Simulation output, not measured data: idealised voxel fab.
This section sets out a process module, namely voxel capacitor over wiring.
In the cross-section labelled cut, the width is 300 nm and each square cell is 5 nm.
A cross-section in this document is a grid of square cells, and it is written down as bands, the top band listed before the ones below it; a band is made up of one or more rows of cells. Read a band's entry like this: the first values are the height of its top and the height of its bottom in nm, and what follows is the sequence of materials from left to right, each with its width in nm. Note that "air" is empty space, and that a single material marked "everywhere" reaches across the band from edge to edge. The level at which height equals 0 is the one under which the wafer, as it arrives, is entirely one material. No lower edge exists for the bottom band, which continues downward and is notated as in "from 0 down". The expression "30->40" gives the width at the extremes of the band, the first number at its top row of cells and the second at its bottom row, with the width changing by equal amounts from each row to the next in between. No cell of the cross-section changed in a step that is given as "nothing different". Enclosed voids (no open way to top), threshold 8 cells or more, entry "Voids lacking openings", notation width x height at distance, distance from left edge, nm. Post-settings text on a step line: simulator's own remark regarding the step. Regarding "overlay nm": on a step with a mask, it is the distance the mask lay to the right of its planned place; a negative value places it to the left.

[The planned process steps are enumerated hereunder]
| 1 | RECEIVE | material Si |
| 2 | CONFORMAL_DEP | material SiO2 | thk nm 15 |
| 3 | CONFORMAL_DEP | material SiN | thk nm 5 |
| 4 | DIRECTIONAL_DEP | material lowk | thk nm 20 |
| 5 | PATTERN | tone open | mask id METAL_1 | material resist | width nm 20 | pitch nm 90 | thk nm 20 | overlay nm 0 |
| 6 | DIRECTIONAL_ETCH | etch materials lowk | depth nm 20 |
| 7 | DIRECTIONAL_ETCH | etch materials SiN | depth nm 5 |
| 8 | STRIP | etch materials resist |
| 9 | CONFORMAL_DEP | material TiN | thk nm 5 |
| 10 | FILL_DEP | material Cu | thk nm 5 |
| 11 | CMP | height nm 40 |
| 12 | CONFORMAL_DEP | material SiCN | thk nm 5 |
| 13 | DIRECTIONAL_DEP | material lowk | thk nm 20 |
| 14 | PATTERN | tone open | mask id PLUG_1 | material resist | width nm 15 | thk nm 20 | overlay nm 0 |
| 15 | DIRECTIONAL_ETCH | etch materials lowk | depth nm 20 |
| 16 | DIRECTIONAL_ETCH | etch materials SiCN | depth nm 5 |
| 17 | STRIP | etch materials resist |
| 18 | CONFORMAL_DEP | material TiN | thk nm 5 |
| 19 | FILL_DEP | material Ru | thk nm 10 |
| 20 | CMP | height nm 65 |
| 21 | DIRECTIONAL_DEP | material TiN | thk nm 5 |
| 22 | DIRECTIONAL_DEP | material HfO2 | thk nm 5 |
| 23 | DIRECTIONAL_DEP | material TiN | thk nm 5 |
| 24 | DIRECTIONAL_DEP | material aC | thk nm 15 |
| 25 | PATTERN | tone cover | mask id UPPER_PLATE | material resist | width nm 75 | thk nm 35 | overlay nm 0 |
| 26 | DIRECTIONAL_ETCH | etch materials aC | depth nm 15 |
| 27 | STRIP | etch materials resist |
| 28 | DIRECTIONAL_ETCH | etch materials TiN | depth nm 5 |
| 29 | DIRECTIONAL_ETCH | etch materials HfO2 | depth nm 5 |
| 30 | STRIP | etch materials aC |
| 31 | MASKED_ETCH | tone cover | mask id LOWER_PLATE | width nm 85 | etch materials TiN | depth nm 5 | overlay nm 0 |
| 32 | FILL_DEP | material SiO2 | thk nm 15 |
| 33 | CMP | height nm 90 |
| 34 | MASKED_ETCH | tone open | mask id PLUG_2 | width nm 15 | etch materials SiO2 | depth nm 10 | overlay nm 0 |
| 35 | CONFORMAL_DEP | material TiN | thk nm 5 |
| 36 | FILL_DEP | material Cu | thk nm 10 |
| 37 | CMP | height nm 90 |
| 38 | CONFORMAL_DEP | material SiCN | thk nm 5 |

[Cross-section of the wafer as it came to us, i.e., already through step 1]
- from 0 down: Si everywhere
- Voids lacking openings: none

[Here's the cross-section of the first of our two wafers at the end of the module - it ran as planned]
- from 95 to 90: SiCN everywhere
- from 90 to 85: SiO2 110 nm | TiN 5 nm | Cu 5 nm | TiN 5 nm | SiO2 175 nm
- from 85 to 75: SiO2 110->100 nm | TiN 15->75 nm | SiO2 175->125 nm
- from 75 to 70: SiO2 100 nm | HfO2 75 nm | SiO2 125 nm
- from 70 to 65: SiO2 95 nm | TiN 85 nm | SiO2 120 nm
- from 65 to 45: lowk 100 nm | TiN 5 nm | Ru 5 nm | TiN 5 nm | lowk 185 nm
- from 45 to 40: SiCN 100 nm | TiN 15 nm | SiCN 185 nm
- from 40 to 20: lowk 95 nm | TiN 5 nm | Cu 10 nm | TiN 5 nm | lowk 70 nm | TiN 5 nm | Cu 10 nm | TiN 5 nm | lowk 95 nm
- from 20 to 15: SiN 95 nm | TiN 20 nm | SiN 70 nm | TiN 20 nm | SiN 95 nm
- from 15 to 0: SiO2 everywhere
- from 0 down: Si everywhere
- Voids lacking openings: none

[Cross-section of the latter of the two wafers at module completion. It had an identical start and an identical plan to the former; in running it, one mistake was made]
- from 95 to 90: SiCN everywhere
- from 90 to 85: SiO2 110 nm | TiN 5 nm | Cu 5 nm | TiN 5 nm | SiO2 175 nm
- from 85 to 75: SiO2 110 nm | TiN 15->70 nm | SiO2 175->120 nm
- from 75 to 70: SiO2 110 nm | HfO2 75 nm | SiO2 115 nm
- from 70 to 65: SiO2 95 nm | TiN 90 nm | SiO2 115 nm
- from 65 to 45: lowk 100 nm | TiN 5 nm | Ru 5 nm | TiN 5 nm | lowk 185 nm
- from 45 to 40: SiCN 100 nm | TiN 15 nm | SiCN 185 nm
- from 40 to 20: lowk 95 nm | TiN 5 nm | Cu 10 nm | TiN 5 nm | lowk 70 nm | TiN 5 nm | Cu 10 nm | TiN 5 nm | lowk 95 nm
- from 20 to 15: SiN 95 nm | TiN 20 nm | SiN 70 nm | TiN 20 nm | SiN 95 nm
- from 15 to 0: SiO2 everywhere
- from 0 down: Si everywhere
- Voids lacking openings: none
What went wrong in running the wafer? planned and actual differ for step 25; actual: PATTERN | tone cover | mask id UPPER_PLATE | material resist | width nm 75 | thk nm 35 | overlay nm 10
At the end, the second wafer has the same number of cells of each material as the first, but those cells sit in other places.
